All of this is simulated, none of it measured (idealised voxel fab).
Title: Process Module voxel plated lines
Section shown: cut. Width: 225 nm. Cell size: 5 nm, square.
Notation: cross-section as square-cell grid; stated in bands, top first, going down; one or more cell rows per band. Top, bottom (nm), then materials left to right with widths (nm); lone material tagged "all across" fills the whole band edge to edge; "blank" = empty space. Counting heights begins at 0, where everything beneath is, in the wafer as received, one material. The lowest band has no bottom; it goes on downwards, as "0 and below" shows. With a width like "30..40", each row of cells in the band differs from the next by the same amount, the top row carrying the first number and the bottom row the second. For the purposes of this document, the phrase "no change" attached to a step denotes that no cell within the cross-section was modified by that step. Basically, "Non-vented voids" tells you about the enclosed voids: empty spaces with no open way to the top, 8 cells or bigger, each written width x height at distance, where distance is from the left edge, all in nm. Anything after a step's settings on that line? It's the simulator's own note about the step. On any step carrying a mask, the "overlay nm" setting, if present on the step's line, tells how far right of its planned place the mask lay; negative values point to the left.

Steps in the process plan
| 1 | RECEIVE with material Si |
| 2 | CONFORMAL_DEP with material Al2O3, thk nm 5 |
| 3 | DIRECTIONAL_DEP with material TiN, thk nm 5 |
| 4 | PATTERN with tone open, mask id LINES, material resist, width nm 20, pitch nm 35, thk nm 40, overlay nm -15 |
| 5 | EPI with material Ru, thk nm 5 |
| 6 | EPI with material Ru, thk nm 10 |
| 7 | EPI with material Ru, thk nm 5 |
| 8 | STRIP with etch materials resist |
| 9 | DIRECTIONAL_ETCH with etch materials TiN, depth nm 5 |
| 10 | CONFORMAL_DEP with material SiN, thk nm 5 |
Variable across wafers: step 4 overlay nm (plan value is that of the first wafer; starting state common to all).

Sectional view: first of several wafers, as received, after step 1
> 0 and below = Si all across
> Non-vented voids: none

Module end state after final step 10: cross-section of the first of several wafers
> 35 down to 30 = blank: 30 | SiN: 30 | blank: 5 | SiN: 30 | blank: 5 | SiN: 30 | blank: 5 | SiN: 30 | blank: 60
> 30 down to 10 = blank: 30 | SiN: 5 | Ru: 20 | SiN: 5 | blank: 5 | SiN: 5 | Ru: 20 | SiN: 5 | blank: 5 | SiN: 5 | Ru: 20 | SiN: 5 | blank: 5 | SiN: 5 | Ru: 20 | SiN: 5 | blank: 60
> 10 down to 5 = SiN: 35 | TiN: 20 | SiN: 15 | TiN: 20 | SiN: 15 | TiN: 20 | SiN: 15 | TiN: 20 | SiN: 65
> 5 down to 0 = Al2O3 all across
> 0 and below = Si all across
> Non-vented voids: none

last wafer at the end
> 35 down to 30 = blank: 60 | SiN: 30 | blank: 5 | SiN: 30 | blank: 5 | SiN: 30 | blank: 5 | SiN: 30 | blank: 30
> 30 down to 10 = blank: 60 | SiN: 5 | Ru: 20 | SiN: 5 | blank: 5 | SiN: 5 | Ru: 20 | SiN: 5 | blank: 5 | SiN: 5 | Ru: 20 | SiN: 5 | blank: 5 | SiN: 5 | Ru: 20 | SiN: 5 | blank: 30
> 10 down to 5 = SiN: 65 | TiN: 20 | SiN: 15 | TiN: 20 | SiN: 15 | TiN: 20 | SiN: 15 | TiN: 20 | SiN: 35
> 5 down to 0 = Al2O3 all across
> 0 and below = Si all across
> Non-vented voids: none

Rows = wafers. At module end, each row lists per material the cells gained (+) or lost (-) since the wafer was received, then the closed voids
overlay nm -15; +45 Al2O3; +64 Ru; +85 SiN; +16 TiN; Non-vented voids: none
overlay nm -10; +45 Al2O3; +64 Ru; +85 SiN; +16 TiN; Non-vented voids: none
overlay nm -5; +45 Al2O3; +64 Ru; +85 SiN; +16 TiN; Non-vented voids: none
overlay nm 0; +45 Al2O3; +64 Ru; +85 SiN; +16 TiN; Non-vented voids: none
overlay nm 5; +45 Al2O3; +64 Ru; +85 SiN; +16 TiN; Non-vented voids: none
overlay nm 10; +45 Al2O3; +64 Ru; +85 SiN; +16 TiN; Non-vented voids: none
overlay nm 15; +45 Al2O3; +64 Ru; +85 SiN; +16 TiN; Non-vented voids: none
